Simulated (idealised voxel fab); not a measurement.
This is a process module. Its name is voxel capacitor over wiring.
Section cut is 170 nm wide and gridded with 5 nm square cells.
Square cells in a grid make up a cross-section in this document, and the grid is given as bands, listed from the top down, each one or more rows of cells.
A band entry consists of two parts. The first gives the height of the band's top and the height of its bottom, in nm. The rest lists the band's materials from left to right, each with its width in nm. A single material labelled with the word "everywhere" fills the band from edge to edge, and the word "empty" marks empty space.
Beneath 0, the wafer as received is one material, and that level is where height counting begins. The lowest band goes on downward without a bottom; it is written like "0..down".
With a width like "30 to 40", each row of cells in the band differs from the next by the same amount, the top row carrying the first number and the bottom row the second.
"no change occurred" after a step means that no cell of the cross-section changed.
Under "Closed voids list" you'll find the enclosed gaps, the ones with no way out to the top, that are 8 cells or bigger; each reads width x height at distance, with distance counted from the left edge, everything in nm.
That trailing text on a step's line, after the settings, is the simulator's own remark on the step.
Regarding "overlay nm": on a step with a mask, it is the distance the mask lay to the right of its planned place; a negative value places it to the left.

-- The planned process steps are enumerated hereunder
1 RECEIVE (material Si)
2 CONFORMAL_DEP (material SiO2; thk nm 10)
3 CONFORMAL_DEP (material SiCN; thk nm 5)
4 DIRECTIONAL_DEP (material lowk; thk nm 25)
5 MASKED_ETCH (tone open; mask id METAL_1; width nm 30; pitch nm 100; etch materials lowk; depth nm 25; overlay nm 0)
6 MASKED_ETCH (tone open; mask id METAL_1; width nm 30; pitch nm 100; etch materials SiCN; depth nm 5; overlay nm 0)
7 CONFORMAL_DEP (material TiN; thk nm 5)
8 FILL_DEP (material Ru; thk nm 5)
9 CMP (height nm 40)
10 CONFORMAL_DEP (material SiCN; thk nm 5)
11 DIRECTIONAL_DEP (material SiO2; thk nm 10)
12 DIRECTIONAL_DEP (material aC; thk nm 10)
13 PATTERN (tone open; mask id PLUG_1; material resist; width nm 15; thk nm 30; overlay nm 0)
14 DIRECTIONAL_ETCH (etch materials aC; depth nm 10)
15 STRIP (etch materials resist)
16 DIRECTIONAL_ETCH (etch materials SiO2; depth nm 10)
17 DIRECTIONAL_ETCH (etch materials SiCN; depth nm 5)
18 STRIP (etch materials aC)
19 EPI (material Ru; thk nm 10)
20 EPI (material Ru; thk nm 5)
21 DIRECTIONAL_DEP (material TiN; thk nm 5)
22 DIRECTIONAL_DEP (material SiN; thk nm 5)
23 DIRECTIONAL_DEP (material TiN; thk nm 5)
24 DIRECTIONAL_DEP (material aC; thk nm 10)
25 PATTERN (tone cover; mask id UPPER_PLATE; material resist; width nm 75; thk nm 30; overlay nm 0)
26 DIRECTIONAL_ETCH (etch materials aC; depth nm 10)
27 STRIP (etch materials resist)
28 DIRECTIONAL_ETCH (etch materials TiN; depth nm 5)
29 DIRECTIONAL_ETCH (etch materials SiN; depth nm 5)
30 STRIP (etch materials aC)
31 PATTERN (tone cover; mask id LOWER_PLATE; material resist; width nm 85; thk nm 20; overlay nm 0)
32 DIRECTIONAL_ETCH (etch materials TiN; depth nm 5)
33 STRIP (etch materials resist)
34 FILL_DEP (material SiO2; thk nm 20)
35 CMP (height nm 85)
36 PATTERN (tone open; mask id PLUG_2; material resist; width nm 15; thk nm 15; overlay nm 0)
37 DIRECTIONAL_ETCH (etch materials SiO2; depth nm 15)
38 STRIP (etch materials resist)
39 CONFORMAL_DEP (material TiN; thk nm 5)
40 FILL_DEP (material W; thk nm 10)
41 CMP (height nm 85)
42 CONFORMAL_DEP (material SiN; thk nm 5)

-- First of two wafers: run as planned

-- Cross-section, incoming material, after step 1
    0..down = Si everywhere
    Closed voids list: none

-- After step 2: wafer cross-section
    10..0 = SiO2 everywhere
    Anything lower than 0 is untouched.

-- After step 3: wafer cross-section
    15..10 = SiCN everywhere
    Anything lower than 10 is untouched.

-- After step 4: wafer cross-section
    40..15 = lowk everywhere
    Anything lower than 15 is untouched.

-- After step 5: wafer cross-section
    40..15 = lowk 20  empty 30  lowk 70  empty 30  lowk 20
    Anything lower than 15 is untouched.

-- After step 6: wafer cross-section
    40..15 = lowk 20  empty 30  lowk 70  empty 30  lowk 20
    15..10 = SiCN 20  empty 30  SiCN 70  empty 30  SiCN 20
    Anything lower than 10 is untouched.

-- After step 7: wafer cross-section
    45..40 = TiN 25  empty 20  TiN 80  empty 20  TiN 25
    40..15 = lowk 20  TiN 5  empty 20  TiN 5  lowk 70  TiN 5  empty 20  TiN 5  lowk 20
    15..10 = SiCN 20  TiN 30  SiCN 70  TiN 30  SiCN 20
    Anything lower than 10 is untouched.

-- After step 8: wafer cross-section
    50..45 = Ru everywhere
    45..40 = TiN 25  Ru 20  TiN 80  Ru 20  TiN 25
    40..15 = lowk 20  TiN 5  Ru 20  TiN 5  lowk 70  TiN 5  Ru 20  TiN 5  lowk 20
    Anything lower than 15 is untouched.

-- After step 9: wafer cross-section
    40..15 = lowk 20  TiN 5  Ru 20  TiN 5  lowk 70  TiN 5  Ru 20  TiN 5  lowk 20
    Anything lower than 15 is untouched.

-- After step 10: wafer cross-section
    45..40 = SiCN everywhere
    Anything lower than 40 is untouched.

-- After step 11: wafer cross-section
    55..45 = SiO2 everywhere
    Anything lower than 45 is untouched.

-- After step 12: wafer cross-section
    65..55 = aC everywhere
    Anything lower than 55 is untouched.

-- After step 13: wafer cross-section
    95..65 = resist 35  empty 15  resist 120
    Anything lower than 65 is untouched.

-- After step 14: wafer cross-section
    85..65 = resist 35  empty 15  resist 120
    65..55 = aC 35  empty 15  aC 120
    Anything lower than 55 is untouched.

-- After step 15: wafer cross-section
    65..55 = aC 35  empty 15  aC 120
    Anything lower than 55 is untouched.

-- After step 16: wafer cross-section
    65..55 = aC 35  empty 15  aC 120
    55..45 = SiO2 35  empty 15  SiO2 120
    Anything lower than 45 is untouched.

-- After step 17: wafer cross-section
    65..55 = aC 35  empty 15  aC 120
    55..45 = SiO2 35  empty 15  SiO2 120
    45..40 = SiCN 35  empty 15  SiCN 120
    Anything lower than 40 is untouched.

-- After step 18: wafer cross-section
    55..45 = SiO2 35  empty 15  SiO2 120
    Anything lower than 45 is untouched.

-- After step 19: wafer cross-section
    55..50 = SiO2 35  empty 15  SiO2 120
    50..45 = SiO2 35  Ru 15  SiO2 120
    45..40 = SiCN 35  Ru 15  SiCN 120
    Anything lower than 40 is untouched.

-- After step 20: wafer cross-section
    55..45 = SiO2 35  Ru 15  SiO2 120
    Anything lower than 45 is untouched.

-- After step 21: wafer cross-section
    60..55 = TiN everywhere
    Anything lower than 55 is untouched.

-- After step 22: wafer cross-section
    65..60 = SiN everywhere
    Anything lower than 60 is untouched.

-- After step 23: wafer cross-section
    70..65 = TiN everywhere
    Anything lower than 65 is untouched.

-- After step 24: wafer cross-section
    80..70 = aC everywhere
    Anything lower than 70 is untouched.

-- After step 25: wafer cross-section
    110..80 = empty 35  resist 75  empty 60
    Anything lower than 80 is untouched.

-- After step 26: wafer cross-section
    100..80 = empty 35  resist 75  empty 60
    80..70 = empty 35  aC 75  empty 60
    Anything lower than 70 is untouched.

-- After step 27: wafer cross-section
    80..70 = empty 35  aC 75  empty 60
    Anything lower than 70 is untouched.

-- After step 28: wafer cross-section
    80..70 = empty 35  aC 75  empty 60
    70..65 = empty 35  TiN 75  empty 60
    Anything lower than 65 is untouched.

-- After step 29: wafer cross-section
    80..70 = empty 35  aC 75  empty 60
    70..65 = empty 35  TiN 75  empty 60
    65..60 = empty 35  SiN 75  empty 60
    Anything lower than 60 is untouched.

-- After step 30: wafer cross-section
    70..65 = empty 35  TiN 75  empty 60
    Anything lower than 65 is untouched.

-- After step 31: wafer cross-section
    90..70 = empty 30  resist 85  empty 55
    70..65 = empty 30  resist 5  TiN 75  resist 5  empty 55
    65..60 = empty 30  resist 5  SiN 75  resist 5  empty 55
    Anything lower than 60 is untouched.

-- After step 32: wafer cross-section
    90..70 = empty 30  resist 85  empty 55
    70..65 = empty 30  resist 5  TiN 75  resist 5  empty 55
    65..60 = empty 30  resist 5  SiN 75  resist 5  empty 55
    60..55 = empty 30  TiN 85  empty 55
    Anything lower than 55 is untouched.

-- After step 33: wafer cross-section
    70..65 = empty 35  TiN 75  empty 60
    65..60 = empty 35  SiN 75  empty 60
    Anything lower than 60 is untouched.

-- After step 34: wafer cross-section
    90..70 = SiO2 everywhere
    70..65 = SiO2 35  TiN 75  SiO2 60
    65..60 = SiO2 35  SiN 75  SiO2 60
    60..55 = SiO2 30  TiN 85  SiO2 55
    Anything lower than 55 is untouched.

-- After step 35: wafer cross-section
    85..70 = SiO2 everywhere
    Anything lower than 70 is untouched.

-- After step 36: wafer cross-section
    100..85 = resist 45  empty 15  resist 110
    Anything lower than 85 is untouched.

-- After step 37: wafer cross-section
    100..85 = resist 45  empty 15  resist 110
    85..70 = SiO2 45  empty 15  SiO2 110
    Anything lower than 70 is untouched.

-- After step 38: wafer cross-section
    85..70 = SiO2 45  empty 15  SiO2 110
    Anything lower than 70 is untouched.

-- After step 39: wafer cross-section
    90..85 = TiN 50  empty 5  TiN 115
    85..75 = SiO2 45  TiN 5  empty 5  TiN 5  SiO2 110
    75..65 = SiO2 45 to 35  TiN 15 to 75  SiO2 110 to 60
    Anything lower than 65 is untouched.

-- After step 40: wafer cross-section
    100..90 = W everywhere
    90..85 = TiN 50  W 5  TiN 115
    85..75 = SiO2 45  TiN 5  W 5  TiN 5  SiO2 110
    Anything lower than 75 is untouched.

-- After step 41: wafer cross-section
    85..75 = SiO2 45  TiN 5  W 5  TiN 5  SiO2 110
    Anything lower than 75 is untouched.

-- After step 42: wafer cross-section
    90..85 = SiN everywhere
    Anything lower than 85 is untouched.

-- Wafer two of two - same starting point, same process plan, one mistake in execution; matches wafer one up to and including step 18

-- Second wafer shown in cross-section at the time step 19 was slated to end
    60..55 = empty 30  Ru 25  empty 115
    55..45 = SiO2 35  Ru 15  SiO2 120
    45..40 = SiCN 35  Ru 15  SiCN 120
    Anything lower than 40 is untouched.

-- Second wafer shown in cross-section at the time step 20 was slated to end
    65..55 = empty 25  Ru 35  empty 110
    Anything lower than 55 is untouched.

-- Second wafer shown in cross-section at the time step 21 was slated to end
    70..65 = empty 25  TiN 35  empty 110
    65..60 = empty 25  Ru 35  empty 110
    60..55 = TiN 25  Ru 35  TiN 110
    Anything lower than 55 is untouched.

-- Second wafer shown in cross-section at the time step 22 was slated to end
    75..70 = empty 25  SiN 35  empty 110
    70..65 = empty 25  TiN 35  empty 110
    65..60 = SiN 25  Ru 35  SiN 110
    Anything lower than 60 is untouched.

-- Second wafer shown in cross-section at the time step 23 was slated to end
    80..75 = empty 25  TiN 35  empty 110
    75..70 = empty 25  SiN 35  empty 110
    70..65 = TiN everywhere
    Anything lower than 65 is untouched.

-- Second wafer shown in cross-section at the time step 24 was slated to end
    90..80 = empty 25  aC 35  empty 110
    80..75 = aC 25  TiN 35  aC 110
    75..70 = aC 25  SiN 35  aC 110
    Anything lower than 70 is untouched.

-- Second wafer shown in cross-section at the time step 25 was slated to end
    120..90 = empty 35  resist 75  empty 60
    90..80 = empty 25  aC 35  resist 50  empty 60
    Anything lower than 80 is untouched.

-- Second wafer shown in cross-section at the time step 26 was slated to end
    110..90 = empty 35  resist 75  empty 60
    90..80 = empty 35  aC 25  resist 50  empty 60
    80..75 = empty 25  TiN 35  aC 50  empty 60
    75..70 = empty 25  SiN 35  aC 50  empty 60
    Anything lower than 70 is untouched.

-- Second wafer shown in cross-section at the time step 27 was slated to end
    90..80 = empty 35  aC 25  empty 110
    Anything lower than 80 is untouched.

-- Second wafer shown in cross-section at the time step 28 was slated to end
    90..80 = empty 35  aC 25  empty 110
    80..75 = empty 35  TiN 25  aC 50  empty 60
    75..70 = empty 25  SiN 35  aC 50  empty 60
    70..65 = empty 25  TiN 85  empty 60
    Anything lower than 65 is untouched.

-- Second wafer shown in cross-section at the time step 29 was slated to end
    90..80 = empty 35  aC 25  empty 110
    80..75 = empty 35  TiN 25  aC 50  empty 60
    75..70 = empty 35  SiN 25  aC 50  empty 60
    70..65 = empty 25  TiN 85  empty 60
    65..60 = empty 25  Ru 35  SiN 50  empty 60
    Anything lower than 60 is untouched.

-- Second wafer shown in cross-section at the time step 30 was slated to end
    80..75 = empty 35  TiN 25  empty 110
    75..70 = empty 35  SiN 25  empty 110
    Anything lower than 70 is untouched.

-- Second wafer shown in cross-section at the time step 31 was slated to end
    100..80 = empty 30  resist 85  empty 55
    80..75 = empty 30  resist 5  TiN 25  resist 55  empty 55
    75..70 = empty 30  resist 5  SiN 25  resist 55  empty 55
    70..65 = empty 25  TiN 85  resist 5  empty 55
    65..60 = empty 25  Ru 35  SiN 50  resist 5  empty 55
    Anything lower than 60 is untouched.

-- Second wafer shown in cross-section at the time step 32 was slated to end
    100..80 = empty 30  resist 85  empty 55
    80..75 = empty 30  resist 5  TiN 25  resist 55  empty 55
    75..70 = empty 30  resist 5  SiN 25  resist 55  empty 55
    70..65 = empty 30  TiN 80  resist 5  empty 55
    65..60 = empty 25  Ru 35  SiN 50  resist 5  empty 55
    60..55 = empty 25  Ru 35  TiN 55  empty 55
    Anything lower than 55 is untouched.

-- Second wafer shown in cross-section at the time step 33 was slated to end
    80..75 = empty 35  TiN 25  empty 110
    75..70 = empty 35  SiN 25  empty 110
    70..65 = empty 30  TiN 80  empty 60
    65..60 = empty 25  Ru 35  SiN 50  empty 60
    Anything lower than 60 is untouched.

-- Second wafer shown in cross-section at the time step 34 was slated to end
    100..80 = SiO2 everywhere
    80..75 = SiO2 35  TiN 25  SiO2 110
    75..70 = SiO2 35  SiN 25  SiO2 110
    70..65 = SiO2 30  TiN 80  SiO2 60
    65..60 = SiO2 25  Ru 35  SiN 50  SiO2 60
    60..55 = SiO2 25  Ru 35  TiN 55  SiO2 55
    Anything lower than 55 is untouched.

-- Second wafer shown in cross-section at the time step 35 was slated to end
    85..80 = SiO2 everywhere
    Anything lower than 80 is untouched.

-- Second wafer shown in cross-section at the time step 36 was slated to end
    100..85 = resist 45  empty 15  resist 110
    Anything lower than 85 is untouched.

-- Second wafer shown in cross-section at the time step 37 was slated to end
    100..85 = resist 45  empty 15  resist 110
    85..80 = SiO2 45  empty 15  SiO2 110
    Anything lower than 80 is untouched.

-- Second wafer shown in cross-section at the time step 38 was slated to end
    85..80 = SiO2 45  empty 15  SiO2 110
    Anything lower than 80 is untouched.

-- Second wafer shown in cross-section at the time step 39 was slated to end
    90..85 = TiN 50  empty 5  TiN 115
    85..75 = SiO2 45 to 35  TiN 15 to 25  SiO2 110
    Anything lower than 75 is untouched.

-- Second wafer shown in cross-section at the time step 40 was slated to end
    100..90 = W everywhere
    90..85 = TiN 50  W 5  TiN 115
    Anything lower than 85 is untouched.

-- Second wafer shown in cross-section at the time step 41 was slated to end
    85..75 = SiO2 45 to 35  TiN 15 to 25  SiO2 110
    Anything lower than 75 is untouched.

-- Second wafer shown in cross-section at the time step 42 was slated to end
    90..85 = SiN everywhere
    Anything lower than 85 is untouched.
Error vs. plan: step 19 of the plan was performed twice
Final wafer comparison in cells, second versus first, more or fewer per material: 14 more of Ru | 8 fewer of SiO2 | 4 fewer of TiN | 2 fewer of W
